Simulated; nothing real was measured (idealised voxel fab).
You're looking at the process module voxel capacitor over wiring.
The figure presents cross-section cut, which has a width of 260 nm and is divided into square cells with an edge length of 5 nm.
In what follows, cross-sections appear as grids of square cells, described through bands that run from the top down, where every band is one or more rows of cells. Basically the band line says how high the top is and how high the bottom is, in nm, and then what's in it from left to right, every material with its width in nm. Empty space shows up as "air", and if a single material carries "edge to edge" it runs the full band edge to edge. Basically, 0 is our baseline, since under it the wafer straight out of the box is all one material. The bottom band has no lower end and keeps on going down, so it looks like "0 and below". You'd read "30->40" like this: the band's top row of cells is as wide as the first number, its bottom row is as wide as the second, and going down, every row changes width by the same amount as the row before did. What does "no change occurred" mean for a step? It means no cell of the cross-section changed in that step. "Sealed internal voids" means: voids of 8 cells or more that are shut off from the top with no open way through. Written width x height at distance, distance from the left edge, in nm. That trailing text on a step's line, after the settings, is the simulator's own remark on the step. overlay nm: right-of-plan distance of the mask on a masked step; negative values mean left-of-plan.
# List of planned process steps
1. RECEIVE | material Si
2. CONFORMAL_DEP | material SiO2 | thk nm 15
3. CONFORMAL_DEP | material SiCN | thk nm 5
4. DIRECTIONAL_DEP | material SiO2 | thk nm 15
5. MASKED_ETCH | tone open | mask id METAL_1 | width nm 30 | pitch nm 100 | etch materials SiO2 | depth nm 15 | overlay nm 0
6. MASKED_ETCH | tone open | mask id METAL_1 | width nm 30 | pitch nm 100 | etch materials SiCN | depth nm 5 | overlay nm 0
7. CONFORMAL_DEP | material TiN | thk nm 5
8. FILL_DEP | material Cu | thk nm 5
9. CMP | height nm 35
10. EPI | material Ru | thk nm 5
11. FILL_DEP | material SiCN | thk nm 5
12. DIRECTIONAL_DEP | material SiO2 | thk nm 15
13. MASKED_ETCH | tone open | mask id PLUG_1 | width nm 15 | etch materials SiO2 | depth nm 15 | overlay nm 0
14. MASKED_ETCH | tone open | mask id PLUG_1 | width nm 15 | etch materials SiCN | depth nm 5 | overlay nm 0
15. EPI | material Ru | thk nm 10
16. EPI | material Ru | thk nm 10
17. DIRECTIONAL_DEP | material TiN | thk nm 5
18. DIRECTIONAL_DEP | material Al2O3 | thk nm 5
19. DIRECTIONAL_DEP | material TiN | thk nm 10
20. MASKED_ETCH | tone cover | mask id UPPER_PLATE | width nm 75 | etch materials TiN | depth nm 10 | overlay nm 0
21. MASKED_ETCH | tone cover | mask id UPPER_PLATE | width nm 75 | etch materials Al2O3 | depth nm 5 | overlay nm 0
22. PATTERN | tone cover | mask id LOWER_PLATE | material resist | width nm 85 | thk nm 15 | overlay nm 0
23. DIRECTIONAL_ETCH | etch materials TiN | depth nm 5
24. STRIP | etch materials resist
25. FILL_DEP | material SiO2 | thk nm 20
26. CMP | height nm 95
27. PATTERN | tone open | mask id PLUG_2 | material resist | width nm 15 | thk nm 15 | overlay nm 0
28. DIRECTIONAL_ETCH | etch materials SiO2 | depth nm 15
29. STRIP | etch materials resist
30. CONFORMAL_DEP | material TiN | thk nm 5
31. FILL_DEP | material Ru | thk nm 10
32. CMP | height nm 95
33. CONFORMAL_DEP | material SiN | thk nm 5
# Step 1 complete: cross-section of the wafer as received
- 0 and below | Si edge to edge
- Sealed internal voids: none
# Cross-sectional result after module completion. Note: starting condition and plan are unchanged from above; one processing mistake was made
- 100 down to 95 | SiN edge to edge
- 95 down to 85 | 90 of SiO2 / 5 of TiN / 5 of Ru / 5 of TiN / 155 of SiO2
- 85 down to 80 | 90 of SiO2 / 15 of TiN / 155 of SiO2
- 80 down to 70 | 80 of SiO2 / 75 of TiN / 105 of SiO2
- 70 down to 65 | 80 of SiO2 / 75 of Al2O3 / 105 of SiO2
- 65 down to 60 | 75 of SiO2 / 85 of TiN / 100 of SiO2
- 60 down to 45 | 80 of SiO2 / 15 of Ru / 165 of SiO2
- 45 down to 40 | 80 of SiCN / 15 of Ru / 165 of SiCN
- 40 down to 35 | 55 of SiCN / 50 of Ru / 50 of SiCN / 50 of Ru / 55 of SiCN
- 35 down to 25 | 60 of SiO2 / 5 of TiN / 30 of Cu / 5 of TiN / 60 of SiO2 / 5 of TiN / 30 of Cu / 5 of TiN / 60 of SiO2
- 25 down to 20 | 60 of SiO2 / 10 of TiN / 20 of Cu / 10 of TiN / 60 of SiO2 / 10 of TiN / 20 of Cu / 10 of TiN / 60 of SiO2
- 20 down to 15 | 65 of SiCN / 30 of TiN / 70 of SiCN / 30 of TiN / 65 of SiCN
- 15 down to 0 | SiO2 edge to edge
- 0 and below | Si edge to edge
- Sealed internal voids: none
In executing the process, a mistake was made relative to the plan: step 5 deviated from plan and actually ran as MASKED_ETCH | tone open | mask id METAL_1 | width nm 40 | pitch nm 100 | etch materials SiO2 | depth nm 15 | overlay nm 0
